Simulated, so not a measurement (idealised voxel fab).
process module | voxel transistor to metal
cross-section cut | 270 nm wide | cells 5 nm
A cross-section is a grid of square cells, given in bands from the top down. A band is one or more rows of cells.
Each band's line starts with the height of the band's top and of its bottom, in nm. Then come its materials from left to right, each with its width in nm. One material with "throughout" fills the band from edge to edge. "air" is empty space.
Height 0 is the level under which the wafer as received is all one material. The lowest band goes on downwards, as in "0 down".
A width such as "30 to 40" changes by the same amount from each row of cells to the next, from the band's top row to its bottom row.
"no change" after a step means that no cell of the cross-section changed.
closed voids: empty space of 8 cells or more with no open way to the top, each as width x height at its distance from the left edge, in nm
after a step's settings: what the simulator itself notes on the step
overlay nm, on a step with a mask: how far to the right of its planned place the mask lay; to the left if negative
plan
1 op RECEIVE | material Si
2 op CONFORMAL_DEP | material SiO2 | thk nm 5
3 op CONFORMAL_DEP | material SiN | thk nm 15
4 op DIRECTIONAL_DEP | material aC | thk nm 10
5 op PATTERN | tone cover | mask id ACTIVE | material resist | width nm 105 | pitch nm 135 | thk nm 25 | overlay nm 0
6 op DIRECTIONAL_ETCH | etch materials aC | depth nm 10
7 op STRIP | etch materials resist
8 op DIRECTIONAL_ETCH | etch materials SiN | depth nm 15
9 op DIRECTIONAL_ETCH | etch materials SiO2 | depth nm 5
10 op DIRECTIONAL_ETCH | etch materials Si | depth nm 20
11 op STRIP | etch materials aC
12 op FILL_DEP | material SiO2 | thk nm 5
13 op CMP | height nm 20
14 op SELECTIVE_ETCH | etch materials SiO2 | depth nm 10
15 op STRIP | etch materials SiN
16 op SELECTIVE_ETCH | etch materials SiO2 | depth nm 5
17 op OXIDIZE | depth nm 5
18 op DIRECTIONAL_DEP | material polySi | thk nm 30
19 op DIRECTIONAL_DEP | material SiCN | thk nm 10
20 op MASKED_ETCH | tone cover | mask id GATE | width nm 15 | pitch nm 135 | etch materials SiCN | depth nm 20 | overlay nm 0
21 op MASKED_ETCH | tone cover | mask id GATE | width nm 15 | pitch nm 135 | etch materials polySi | depth nm 40 | overlay nm 0
22 op CONFORMAL_DEP | material SiN | thk nm 10
23 op DIRECTIONAL_ETCH | etch materials SiN | depth nm 10
24 op DIRECTIONAL_ETCH | etch materials SiO2 | depth nm 5
25 op DIRECTIONAL_ETCH | etch materials Si | depth nm 10
26 op EPI | material nSi | thk nm 10
27 op FILL_DEP | material SiO2 | thk nm 10
28 op CMP | height nm 40
29 op DIRECTIONAL_DEP | material SiO2 | thk nm 10
30 op PATTERN | tone open | mask id CONTACT | material resist | width nm 30 | thk nm 15 | overlay nm 0
31 op DIRECTIONAL_ETCH | etch materials SiO2 | depth nm 55
32 op STRIP | etch materials resist
33 op CONFORMAL_DEP | material TiN | thk nm 5
34 op FILL_DEP | material W | thk nm 5
35 op CMP | height nm 50
36 op CONFORMAL_DEP | material SiCN | thk nm 5
37 op DIRECTIONAL_DEP | material lowk | thk nm 20
38 op PATTERN | tone open | mask id METAL_1 | material resist | width nm 15 | thk nm 20 | overlay nm 0
39 op DIRECTIONAL_ETCH | etch materials lowk | depth nm 20
40 op DIRECTIONAL_ETCH | etch materials SiCN | depth nm 5
41 op STRIP | etch materials resist
42 op CONFORMAL_DEP | material TiN | thk nm 5
43 op FILL_DEP | material Cu | thk nm 5
44 op CMP | height nm 75
45 op EPI | material Ru | thk nm 5
46 op FILL_DEP | material SiCN | thk nm 5
varied across the wafers: width nm of step 38. The plan shows the first wafer's value. All wafers start alike
first wafer as received, after step 1
  0 down: Si throughout
  closed voids: none
each wafer at the end: cells of each material gained (+) or lost (-) since it was received, then its closed voids
width nm 15 | +16 Cu | +20 Ru | -138 Si | +142 SiCN | +72 SiN | +274 SiO2 | +148 TiN | +100 W | +168 lowk | +80 nSi | +36 polySi | closed voids: none
width nm 20 | +32 Cu | +24 Ru | -138 Si | +134 SiCN | +72 SiN | +274 SiO2 | +152 TiN | +100 W | +152 lowk | +80 nSi | +36 polySi | closed voids: none
width nm 25 | +48 Cu | +28 Ru | -138 Si | +126 SiCN | +72 SiN | +274 SiO2 | +156 TiN | +100 W | +136 lowk | +80 nSi | +36 polySi | closed voids: none
width nm 30 | +64 Cu | +32 Ru | -138 Si | +118 SiCN | +72 SiN | +274 SiO2 | +160 TiN | +100 W | +120 lowk | +80 nSi | +36 polySi | closed voids: none
